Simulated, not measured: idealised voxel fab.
The process module that follows is named voxel spacer lines.
The cross-section shown here is cut; it is 155 nm wide and divided into square cells measuring 5 nm on a side.
The cross-sections in this document take the form of a grid made of square cells. They are written out as bands, in order from top to bottom. Each band consists of one or more rows of cells. Band entry format. Leading values: height of top, height of bottom, nm. Remainder: materials in left-to-right order, each with its width in nm. Special words: "throughout" on a single material, which then fills the band edge to edge; "blank", empty space. For the purposes of this specification, 0 denotes the height below which the wafer in its as-received condition is composed wholly of one material, and the lowermost band, lacking a lower limit, extends downward without end, as expressed in "top 0, no bottom". A width such as "30 to 40" changes by the same amount from each row of cells to the next, from the band's top row to its bottom row. A step reported as "no alteration" is a step in which no cell of the cross-section changed. Closed empty spaces (no open way to the top) of 8 cells or more are what "Trapped voids" lists, each as width x height at distance from the left edge, nm for all three. Heads up: the bit after the settings on a step's line is the simulator's remark on that step. The "overlay nm" setting may appear on a step's line; for a step that uses a mask, it gives how far to the right of its planned position the mask lay, and a negative value indicates the left.

Intended process steps
- 1: RECEIVE,material Si
- 2: CONFORMAL_DEP,material Al2O3,thk nm 10
- 3: DIRECTIONAL_DEP,material W,thk nm 20
- 4: DIRECTIONAL_DEP,material aC,thk nm 30
- 5: PATTERN,tone cover,mask id MANDREL,material resist,width nm 20,pitch nm 60,thk nm 40,overlay nm 0
- 6: DIRECTIONAL_ETCH,etch materials aC,depth nm 30
- 7: STRIP,etch materials resist
- 8: CONFORMAL_DEP,material SiN,thk nm 10
- 9: DIRECTIONAL_ETCH,etch materials SiN,depth nm 5
- 10: STRIP,etch materials aC
- 11: DIRECTIONAL_ETCH,etch materials W,depth nm 20
- 12: STRIP,etch materials SiN
Keep in mind the plan's value for the depth nm of step 9 comes from the first wafer; the wafers don't share that setting, but they do share the same starting point.

The first of several wafers, as received after step 1, seen in section
- top 0, no bottom  Si throughout
- Trapped voids: none

Rows = wafers. At module end, each row lists per material the cells gained (+) or lost (-) since the wafer was received, then the closed voids
depth nm 5; +62 Al2O3; +124 W; +48 aC; Trapped voids: none
depth nm 10; +62 Al2O3; +32 W; Trapped voids: none
depth nm 15; +62 Al2O3; +32 W; Trapped voids: none
depth nm 20; +62 Al2O3; +32 W; Trapped voids: none
depth nm 25; +62 Al2O3; +32 W; Trapped voids: none
